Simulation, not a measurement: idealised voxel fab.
Module name: voxel self aligned vias (process module)
The cross-section shown here is cut; it is 280 nm wide and divided into square cells measuring 5 nm on a side.
Bands, listed from the top down, are how a cross-section gets written in this document; the cross-section itself is a grid of square cells, and a band is one or more rows of them. For a band, the entry starts with two heights in nm, that of the top and then that of the bottom, and carries on with the band's materials in order from left to right, each alongside its width in nm; the word "everywhere" beside a single material means it fills the band edge to edge, and "air" means empty space. Convention: height 0 is the level below which the wafer, as received, is all one material. The lowest band does not terminate at the bottom but continues downward, represented as "0 down". When a width is written as two numbers, as in "30..40", the first number is the width in the top row of cells of the band and the second is the width in its bottom row, and the width changes by the same amount from each row to the next. Reading "stayed the same" for a step: not a cell of the cross-section changed in it. If an empty space has no open way to the top and is at least 8 cells in size, "Voids, enclosed" lists it, written width x height at distance, where distance is measured from the left edge and every value is in nm. What comes after the settings on a step's line is commentary from the simulator itself on that step. The optional step-line setting "overlay nm" applies to steps with a mask and quantifies how far to the right of its planned location the mask lay, a negative value indicating leftward placement.

Process steps foreseen in the plan
1,RECEIVE, material Si
2,CONFORMAL_DEP, material SiO2, thk nm 10
3,CONFORMAL_DEP, material SiCN, thk nm 5
4,DIRECTIONAL_DEP, material lowk, thk nm 25
5,DIRECTIONAL_DEP, material aC, thk nm 15
6,PATTERN, tone open, mask id LINES, material resist, width nm 30, pitch nm 75, thk nm 30, overlay nm 0
7,DIRECTIONAL_ETCH, etch materials aC, depth nm 15
8,STRIP, etch materials resist
9,DIRECTIONAL_ETCH, etch materials lowk, depth nm 25
10,STRIP, etch materials aC
11,CONFORMAL_DEP, material TiN, thk nm 5
12,FILL_DEP, material W, thk nm 5
13,CMP, height nm 40
14,SELECTIVE_ETCH, etch materials W Ru TiN, depth nm 5
15,FILL_DEP, material SiN, thk nm 10
16,CMP, height nm 40
17,DIRECTIONAL_DEP, material lowk, thk nm 15
18,DIRECTIONAL_DEP, material aC, thk nm 15
19,PATTERN, tone open, mask id VIAS, material resist, width nm 50, thk nm 30, overlay nm 0
20,DIRECTIONAL_ETCH, etch materials aC, depth nm 15
21,STRIP, etch materials resist
22,DIRECTIONAL_ETCH, etch materials lowk, depth nm 15
23,DIRECTIONAL_ETCH, etch materials SiN, depth nm 5
24,STRIP, etch materials aC
25,CONFORMAL_DEP, material TiN, thk nm 5
26,FILL_DEP, material Ru, thk nm 5
27,CMP, height nm 55
28,CONFORMAL_DEP, material SiCN, thk nm 5

What follows covers the first of two wafers; it ran as planned

Shown in cross-section is the wafer as received, that is, as it stands after step 1
  0 down: Si everywhere
  Voids, enclosed: none

Take a look at the wafer's cross-section after step 2
  10 to 0: SiO2 everywhere
  Whatever lies below 0 is exactly as it was before.

Take a look at the wafer's cross-section after step 3
  15 to 10: SiCN everywhere
  Whatever lies below 10 is exactly as it was before.

Take a look at the wafer's cross-section after step 4
  40 to 15: lowk everywhere
  Whatever lies below 15 is exactly as it was before.

Take a look at the wafer's cross-section after step 5
  55 to 40: aC everywhere
  Whatever lies below 40 is exactly as it was before.

Take a look at the wafer's cross-section after step 6
  85 to 55: resist 85 / air 30 / resist 45 / air 30 / resist 90
  Whatever lies below 55 is exactly as it was before.

Take a look at the wafer's cross-section after step 7
  70 to 55: resist 85 / air 30 / resist 45 / air 30 / resist 90
  55 to 40: aC 85 / air 30 / aC 45 / air 30 / aC 90
  Whatever lies below 40 is exactly as it was before.

Take a look at the wafer's cross-section after step 8
  55 to 40: aC 85 / air 30 / aC 45 / air 30 / aC 90
  Whatever lies below 40 is exactly as it was before.

Take a look at the wafer's cross-section after step 9
  55 to 40: aC 85 / air 30 / aC 45 / air 30 / aC 90
  40 to 15: lowk 85 / air 30 / lowk 45 / air 30 / lowk 90
  Whatever lies below 15 is exactly as it was before.

Take a look at the wafer's cross-section after step 10
  40 to 15: lowk 85 / air 30 / lowk 45 / air 30 / lowk 90
  Whatever lies below 15 is exactly as it was before.

Take a look at the wafer's cross-section after step 11
  45 to 40: TiN 90 / air 20 / TiN 55 / air 20 / TiN 95
  40 to 20: lowk 85 / TiN 5 / air 20 / TiN 5 / lowk 45 / TiN 5 / air 20 / TiN 5 / lowk 90
  20 to 15: lowk 85 / TiN 30 / lowk 45 / TiN 30 / lowk 90
  Whatever lies below 15 is exactly as it was before.

Take a look at the wafer's cross-section after step 12
  50 to 45: W everywhere
  45 to 40: TiN 90 / W 20 / TiN 55 / W 20 / TiN 95
  40 to 20: lowk 85 / TiN 5 / W 20 / TiN 5 / lowk 45 / TiN 5 / W 20 / TiN 5 / lowk 90
  Whatever lies below 20 is exactly as it was before.

Take a look at the wafer's cross-section after step 13
  40 to 20: lowk 85 / TiN 5 / W 20 / TiN 5 / lowk 45 / TiN 5 / W 20 / TiN 5 / lowk 90
  Whatever lies below 20 is exactly as it was before.

Take a look at the wafer's cross-section after step 14
  40 to 35: lowk 85 / air 30 / lowk 45 / air 30 / lowk 90
  Whatever lies below 35 is exactly as it was before.

Take a look at the wafer's cross-section after step 15
  50 to 40: SiN everywhere
  40 to 35: lowk 85 / SiN 30 / lowk 45 / SiN 30 / lowk 90
  Whatever lies below 35 is exactly as it was before.

Take a look at the wafer's cross-section after step 16
  40 to 35: lowk 85 / SiN 30 / lowk 45 / SiN 30 / lowk 90
  Whatever lies below 35 is exactly as it was before.

Take a look at the wafer's cross-section after step 17
  55 to 40: lowk everywhere
  Whatever lies below 40 is exactly as it was before.

Take a look at the wafer's cross-section after step 18
  70 to 55: aC everywhere
  Whatever lies below 55 is exactly as it was before.

Take a look at the wafer's cross-section after step 19
  100 to 70: resist 75 / air 50 / resist 155
  Whatever lies below 70 is exactly as it was before.

Take a look at the wafer's cross-section after step 20
  85 to 70: resist 75 / air 50 / resist 155
  70 to 55: aC 75 / air 50 / aC 155
  Whatever lies below 55 is exactly as it was before.

Take a look at the wafer's cross-section after step 21
  70 to 55: aC 75 / air 50 / aC 155
  Whatever lies below 55 is exactly as it was before.

Take a look at the wafer's cross-section after step 22
  70 to 55: aC 75 / air 50 / aC 155
  55 to 40: lowk 75 / air 50 / lowk 155
  Whatever lies below 40 is exactly as it was before.

Take a look at the wafer's cross-section after step 23
  70 to 55: aC 75 / air 50 / aC 155
  55 to 40: lowk 75 / air 50 / lowk 155
  40 to 35: lowk 85 / air 30 / lowk 45 / SiN 30 / lowk 90
  Whatever lies below 35 is exactly as it was before.

Take a look at the wafer's cross-section after step 24
  55 to 40: lowk 75 / air 50 / lowk 155
  Whatever lies below 40 is exactly as it was before.

Take a look at the wafer's cross-section after step 25
  60 to 55: TiN 80 / air 40 / TiN 160
  55 to 45: lowk 75 / TiN 5 / air 40 / TiN 5 / lowk 155
  45 to 40: lowk 75 / TiN 15 / air 20 / TiN 15 / lowk 155
  40 to 35: lowk 85 / TiN 30 / lowk 45 / SiN 30 / lowk 90
  Whatever lies below 35 is exactly as it was before.

Take a look at the wafer's cross-section after step 26
  65 to 60: Ru everywhere
  60 to 55: TiN 80 / Ru 40 / TiN 160
  55 to 45: lowk 75 / TiN 5 / Ru 40 / TiN 5 / lowk 155
  45 to 40: lowk 75 / TiN 15 / Ru 20 / TiN 15 / lowk 155
  Whatever lies below 40 is exactly as it was before.

Take a look at the wafer's cross-section after step 27
  55 to 45: lowk 75 / TiN 5 / Ru 40 / TiN 5 / lowk 155
  Whatever lies below 45 is exactly as it was before.

Take a look at the wafer's cross-section after step 28
  60 to 55: SiCN everywhere
  Whatever lies below 55 is exactly as it was before.

Second of two: same start, same plan, one run error; steps up to and including 16 match the first

Look at the second wafer in cross-section at the time step 17 ought to have finished
  50 to 40: lowk everywhere
  Whatever lies below 40 is exactly as it was before.

Look at the second wafer in cross-section at the time step 18 ought to have finished
  65 to 50: aC everywhere
  Whatever lies below 50 is exactly as it was before.

Look at the second wafer in cross-section at the time step 19 ought to have finished
  95 to 65: resist 75 / air 50 / resist 155
  Whatever lies below 65 is exactly as it was before.

Look at the second wafer in cross-section at the time step 20 ought to have finished
  80 to 65: resist 75 / air 50 / resist 155
  65 to 50: aC 75 / air 50 / aC 155
  Whatever lies below 50 is exactly as it was before.

Look at the second wafer in cross-section at the time step 21 ought to have finished
  65 to 50: aC 75 / air 50 / aC 155
  Whatever lies below 50 is exactly as it was before.

Look at the second wafer in cross-section at the time step 22 ought to have finished
  65 to 50: aC 75 / air 50 / aC 155
  50 to 40: lowk 75 / air 50 / lowk 155
  40 to 35: lowk 75 / air 10 / SiN 30 / air 10 / lowk 35 / SiN 30 / lowk 90
  Whatever lies below 35 is exactly as it was before.

Look at the second wafer in cross-section at the time step 23 ought to have finished
  65 to 50: aC 75 / air 50 / aC 155
  50 to 40: lowk 75 / air 50 / lowk 155
  40 to 35: lowk 75 / air 50 / lowk 35 / SiN 30 / lowk 90
  Whatever lies below 35 is exactly as it was before.

Look at the second wafer in cross-section at the time step 24 ought to have finished
  50 to 40: lowk 75 / air 50 / lowk 155
  Whatever lies below 40 is exactly as it was before.

Look at the second wafer in cross-section at the time step 25 ought to have finished
  55 to 50: TiN 80 / air 40 / TiN 160
  50 to 40: lowk 75 / TiN 5 / air 40 / TiN 5 / lowk 155
  40 to 35: lowk 75 / TiN 50 / lowk 35 / SiN 30 / lowk 90
  Whatever lies below 35 is exactly as it was before.

Look at the second wafer in cross-section at the time step 26 ought to have finished
  60 to 55: Ru everywhere
  55 to 50: TiN 80 / Ru 40 / TiN 160
  50 to 40: lowk 75 / TiN 5 / Ru 40 / TiN 5 / lowk 155
  Whatever lies below 40 is exactly as it was before.

Look at the second wafer in cross-section at the time step 27 ought to have finished
  55 to 50: TiN 80 / Ru 40 / TiN 160
  Whatever lies below 50 is exactly as it was before.

Look at the second wafer in cross-section at the time step 28 ought to have finished
  60 to 55: SiCN everywhere
  Whatever lies below 55 is exactly as it was before.
The mistake made against the process plan was this: step 17 ran differently from the plan; actual operation with settings: DIRECTIONAL_DEP, material lowk, thk nm 10
Wafer comparison, final, in cells, second relative to first, materials more or fewer: Ru +4 | TiN +46 | lowk -50
